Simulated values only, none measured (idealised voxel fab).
Process module, titled voxel ribs on slabs
210 nm wide, 5 nm square cells: that's cross-section cut.
Square cells in a grid make up a cross-section in this document, and the grid is given as bands, listed from the top down, each one or more rows of cells. Each band's line starts with the height of the band's top and of its bottom, in nm. Then come its materials from left to right, each with its width in nm. One material with "throughout" fills the band from edge to edge. "empty" is empty space. It should be noted that heights are counted from 0, beneath which the wafer as supplied is of one material throughout, and that the lowest band possesses no lower boundary but continues downward, as written in "from 0 down". It should be noted that a width expressed as "30 to 40" varies in equal increments from row to row of cells within the band, taking the value of the first number at the top row and that of the second number at the bottom row. No cell of the cross-section changed in a step that is given as "no alterations made". In "Sealed-off cavities" the enclosed voids are listed, meaning empty spaces of 8 cells or larger without any opening to the top. The form is width x height at distance, distance from the left edge, units nm. If you see something after the settings on a step's line, that's the simulator's own remark about that step. A step line may carry the setting "overlay nm", which, for steps involving a mask, states the distance by which the mask lay to the right of its intended position; negative values denote displacement to the left.
Steps in the process plan:
| 1 | RECEIVE: material Si |
| 2 | DIRECTIONAL_DEP: material SiO2, thk nm 25 |
| 3 | DIRECTIONAL_DEP: material SiN, thk nm 25 |
| 4 | MASKED_ETCH: tone cover, mask id RIB, width nm 15, etch materials SiN, depth nm 10, overlay nm 0 |
| 5 | PATTERN: tone cover, mask id SLAB, material resist, width nm 65, thk nm 15, overlay nm 0 |
| 6 | DIRECTIONAL_ETCH: etch materials SiN, depth nm 15 |
| 7 | STRIP: etch materials resist |
| 8 | FILL_DEP: material SiO2, thk nm 25 |
| 9 | CMP: height nm 70 |
| 10 | DIRECTIONAL_DEP: material TiN, thk nm 5 |
| 11 | PATTERN: tone cover, mask id HEATER, material resist, width nm 25, thk nm 20, overlay nm 0 |
| 12 | DIRECTIONAL_ETCH: etch materials TiN, depth nm 5 |
| 13 | STRIP: etch materials resist |
| 14 | CONFORMAL_DEP: material SiN, thk nm 10 |
Cross-section of the wafer at receipt, which is the condition after step 1:
  from 0 down | Si throughout
  Sealed-off cavities: none
First wafer of two, sectioned at end of module; run went per plan:
  from 85 to 80 | 80 nm empty, 45 nm SiN, 85 nm empty
  from 80 to 75 | SiN throughout
  from 75 to 70 | 90 nm SiN, 25 nm TiN, 95 nm SiN
  from 70 to 50 | SiO2 throughout
  from 50 to 40 | 95 nm SiO2, 15 nm SiN, 100 nm SiO2
  from 40 to 25 | 70 nm SiO2, 65 nm SiN, 75 nm SiO2
  from 25 to 0 | SiO2 throughout
  from 0 down | Si throughout
  Sealed-off cavities: none
Module end: cross-section of wafer two of two. Same start and process plan as the first wafer. One mistake during execution:
  from 85 to 80 | 75 nm empty, 45 nm SiN, 90 nm empty
  from 80 to 75 | SiN throughout
  from 75 to 70 | 85 nm SiN, 25 nm TiN, 100 nm SiN
  from 70 to 50 | SiO2 throughout
  from 50 to 40 | 95 nm SiO2, 15 nm SiN, 100 nm SiO2
  from 40 to 25 | 70 nm SiO2, 65 nm SiN, 75 nm SiO2
  from 25 to 0 | SiO2 throughout
  from 0 down | Si throughout
  Sealed-off cavities: none
Here's what went sideways: not per plan at step 11, really ran PATTERN: tone cover, mask id HEATER, material resist, width nm 25, thk nm 20, overlay nm -5
At the end, the second wafer has the same number of cells of each material as the first, but those cells sit in other places.
